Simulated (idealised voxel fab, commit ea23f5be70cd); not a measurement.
Process module heading - voxel transistor to metal
The width of the displayed cross-section, cut, is 205 nm; its cells are square, with a size of 5 nm.
Bands, listed from the top down, are how a cross-section gets written in this document; the cross-section itself is a grid of square cells, and a band is one or more rows of them.
It is stipulated that each band's entry specify, in nanometres, the height of the top of the band and then that of its bottom, followed by the materials of the band in left-to-right sequence, each together with its width in nanometres. A single material marked by the word "edge to edge" is understood to fill the band from edge to edge; the word "blank" is understood to denote empty space.
Basically, 0 is our baseline, since under it the wafer straight out of the box is all one material. The bottom band has no lower end and keeps on going down, so it looks like "0..down".
Graded width ("30..40"): value in top row of band = first number; value in bottom row = second number; row-to-row change constant.
"no change" after a step means that no cell of the cross-section changed.
What "Voids, sealed" gives you is every empty space of 8 cells or more that is cut off from the top. Each appears as width x height at distance, with the distance taken from the left edge and width, height and distance all in nm.
On a step's line, text after the settings is the simulator commenting on that step.
For masked steps, "overlay nm" on the step line gives how far right of plan the mask actually lay; a minus sign means it lay to the left.

Planned step list for the process
1: RECEIVE [material Si]
2: CONFORMAL_DEP [material SiO2] [thk nm 5]
3: CONFORMAL_DEP [material SiN] [thk nm 10]
4: MASKED_ETCH [tone cover] [mask id ACTIVE] [width nm 110] [etch materials SiN] [depth nm 10] [overlay nm 0]
5: MASKED_ETCH [tone cover] [mask id ACTIVE] [width nm 110] [etch materials SiO2] [depth nm 5] [overlay nm 0]
6: MASKED_ETCH [tone cover] [mask id ACTIVE] [width nm 110] [etch materials Si] [depth nm 25] [overlay nm 0]
7: FILL_DEP [material SiO2] [thk nm 15]
8: CMP [height nm 15]
9: SELECTIVE_ETCH [etch materials SiO2] [depth nm 5]
10: STRIP [etch materials SiN]
11: SELECTIVE_ETCH [etch materials SiO2] [depth nm 5]
12: OXIDIZE [depth nm 5]
13: DIRECTIONAL_DEP [material polySi] [thk nm 20]
14: DIRECTIONAL_DEP [material SiCN] [thk nm 10]
15: MASKED_ETCH [tone cover] [mask id GATE] [width nm 20] [etch materials SiCN] [depth nm 20] [overlay nm 0]
16: MASKED_ETCH [tone cover] [mask id GATE] [width nm 20] [etch materials polySi] [depth nm 30] [overlay nm 0]
17: CONFORMAL_DEP [material SiN] [thk nm 10]
18: DIRECTIONAL_ETCH [etch materials SiN] [depth nm 10]
19: DIRECTIONAL_ETCH [etch materials SiO2] [depth nm 5]
20: DIRECTIONAL_ETCH [etch materials Si] [depth nm 5]
21: EPI [material SiGe] [thk nm 5]
22: FILL_DEP [material SiO2] [thk nm 5]
23: CMP [height nm 30]
24: DIRECTIONAL_DEP [material SiO2] [thk nm 15]
25: PATTERN [tone open] [mask id CONTACT] [material resist] [width nm 20] [pitch nm 80] [thk nm 15] [overlay nm 0]
26: DIRECTIONAL_ETCH [etch materials SiO2] [depth nm 50]
27: STRIP [etch materials resist]
28: CONFORMAL_DEP [material TiN] [thk nm 5]
29: FILL_DEP [material W] [thk nm 5]
30: CMP [height nm 45]
31: CONFORMAL_DEP [material SiCN] [thk nm 5]
32: DIRECTIONAL_DEP [material lowk] [thk nm 25]
33: MASKED_ETCH [tone open] [mask id METAL_1] [width nm 20] [pitch nm 80] [etch materials lowk] [depth nm 25] [overlay nm 0]
34: MASKED_ETCH [tone open] [mask id METAL_1] [width nm 20] [pitch nm 80] [etch materials SiCN] [depth nm 5] [overlay nm 0]
35: CONFORMAL_DEP [material TiN] [thk nm 5]
36: FILL_DEP [material Cu] [thk nm 10]
37: CMP [height nm 75]
38: CONFORMAL_DEP [material SiCN] [thk nm 5]
39: DIRECTIONAL_DEP [material SiO2] [thk nm 30]
40: MASKED_ETCH [tone open] [mask id METAL_2] [width nm 20] [pitch nm 80] [etch materials SiO2] [depth nm 15] [overlay nm 0]
41: MASKED_ETCH [tone open] [mask id METAL_2_HOLES] [width nm 15] [pitch nm 80] [etch materials SiO2] [depth nm 15] [overlay nm 0]
42: MASKED_ETCH [tone open] [mask id METAL_2_HOLES] [width nm 15] [pitch nm 80] [etch materials SiCN] [depth nm 5] [overlay nm 0]
43: CONFORMAL_DEP [material TiN] [thk nm 5]
44: FILL_DEP [material Cu] [thk nm 10]
45: CMP [height nm 110]
46: CONFORMAL_DEP [material SiCN] [thk nm 5]
For clarity, it should be stated that the wafers under discussion commence in an identical condition and differ with respect to the thk nm of step 43, the plan indicating the value that the first wafer had.

Sectional view: first of several wafers, as received, after step 1
    0..down | Si edge to edge
    Voids, sealed: none

Take a look at the first of several wafers in cross-section: the module is done, and step 46 was its last step
    115..110 | SiCN edge to edge
    110..100 | SiO2 50 / TiN 5 / Cu 10 / TiN 5 / SiO2 60 / TiN 5 / Cu 10 / TiN 5 / SiO2 55
    100..95 | SiO2 50 / TiN 5 / Cu 5 / TiN 10 / SiO2 60 / TiN 5 / Cu 5 / TiN 10 / SiO2 55
    95..80 | SiO2 50 / TiN 5 / Cu 5 / TiN 5 / SiO2 65 / TiN 5 / Cu 5 / TiN 5 / SiO2 60
    80..75 | SiCN 50 / TiN 15 / SiCN 65 / TiN 15 / SiCN 60
    75..50 | lowk 50 / TiN 5 / Cu 10 / TiN 5 / lowk 60 / TiN 5 / Cu 10 / TiN 5 / lowk 55
    50..45 | SiCN 50 / TiN 20 / SiCN 60 / TiN 20 / SiCN 55
    45..30 | SiO2 50 / TiN 5 / W 10 / TiN 5 / SiO2 60 / TiN 5 / W 10 / TiN 5 / SiO2 55
    30..20 | SiO2 50 / TiN 5 / W 10 / TiN 5 / SiO2 10 / SiN 10 / SiCN 20 / SiN 10 / SiO2 10 / TiN 5 / W 10 / TiN 5 / SiO2 55
    20..5 | SiO2 50 / TiN 5 / W 10 / TiN 5 / SiO2 10 / SiN 10 / polySi 20 / SiN 10 / SiO2 10 / TiN 5 / W 10 / TiN 5 / SiO2 55
    5..0 | SiO2 40 / SiN 10 / TiN 10 / W 5 / TiN 5 / SiO2 10 / SiN 10 / polySi 20 / SiN 10 / SiO2 10 / TiN 5 / W 5 / TiN 10 / SiN 10 / SiO2 45
    0..-5 | SiO2 50 / SiGe 5 / TiN 15 / SiO2 5 / SiGe 5 / SiO2 40 / SiGe 5 / SiO2 5 / TiN 15 / SiGe 5 / SiO2 55
    -5..-10 | SiO2 45 / Si 5 / SiGe 30 / Si 40 / SiGe 30 / Si 5 / SiO2 50
    -10..-25 | SiO2 45 / Si 110 / SiO2 50
    -25..down | Si edge to edge
    Voids, sealed: none

Last wafer at the end
    115..110 | SiCN edge to edge
    110..95 | SiO2 50 / TiN 20 / SiO2 60 / TiN 20 / SiO2 55
    95..80 | SiO2 50 / TiN 15 / SiO2 65 / TiN 15 / SiO2 60
    80..75 | SiCN 50 / TiN 15 / SiCN 65 / TiN 15 / SiCN 60
    75..50 | lowk 50 / TiN 5 / Cu 10 / TiN 5 / lowk 60 / TiN 5 / Cu 10 / TiN 5 / lowk 55
    50..45 | SiCN 50 / TiN 20 / SiCN 60 / TiN 20 / SiCN 55
    45..30 | SiO2 50 / TiN 5 / W 10 / TiN 5 / SiO2 60 / TiN 5 / W 10 / TiN 5 / SiO2 55
    30..20 | SiO2 50 / TiN 5 / W 10 / TiN 5 / SiO2 10 / SiN 10 / SiCN 20 / SiN 10 / SiO2 10 / TiN 5 / W 10 / TiN 5 / SiO2 55
    20..5 | SiO2 50 / TiN 5 / W 10 / TiN 5 / SiO2 10 / SiN 10 / polySi 20 / SiN 10 / SiO2 10 / TiN 5 / W 10 / TiN 5 / SiO2 55
    5..0 | SiO2 40 / SiN 10 / TiN 10 / W 5 / TiN 5 / SiO2 10 / SiN 10 / polySi 20 / SiN 10 / SiO2 10 / TiN 5 / W 5 / TiN 10 / SiN 10 / SiO2 45
    0..-5 | SiO2 50 / SiGe 5 / TiN 15 / SiO2 5 / SiGe 5 / SiO2 40 / SiGe 5 / SiO2 5 / TiN 15 / SiGe 5 / SiO2 55
    -5..-10 | SiO2 45 / Si 5 / SiGe 30 / Si 40 / SiGe 30 / Si 5 / SiO2 50
    -10..-25 | SiO2 45 / Si 110 / SiO2 50
    -25..down | Si edge to edge
    Voids, sealed: none

Every row in this table is a wafer at the end of the module, and it gives, for each of the materials, the cells that wafer has gained (+) or lost (-) since it was received, then its closed voids
thk nm 5 | +36 Cu | -129 Si | +117 SiCN | +16 SiGe | +28 SiN | +556 SiO2 | +104 TiN | +34 W | +165 lowk | +16 polySi | Voids, sealed: none
thk nm 10 | +20 Cu | -129 Si | +117 SiCN | +16 SiGe | +28 SiN | +556 SiO2 | +120 TiN | +34 W | +165 lowk | +16 polySi | Voids, sealed: none
thk nm 15 | +20 Cu | -129 Si | +117 SiCN | +16 SiGe | +28 SiN | +556 SiO2 | +120 TiN | +34 W | +165 lowk | +16 polySi | Voids, sealed: none
thk nm 20 | +20 Cu | -129 Si | +117 SiCN | +16 SiGe | +28 SiN | +556 SiO2 | +120 TiN | +34 W | +165 lowk | +16 polySi | Voids, sealed: none
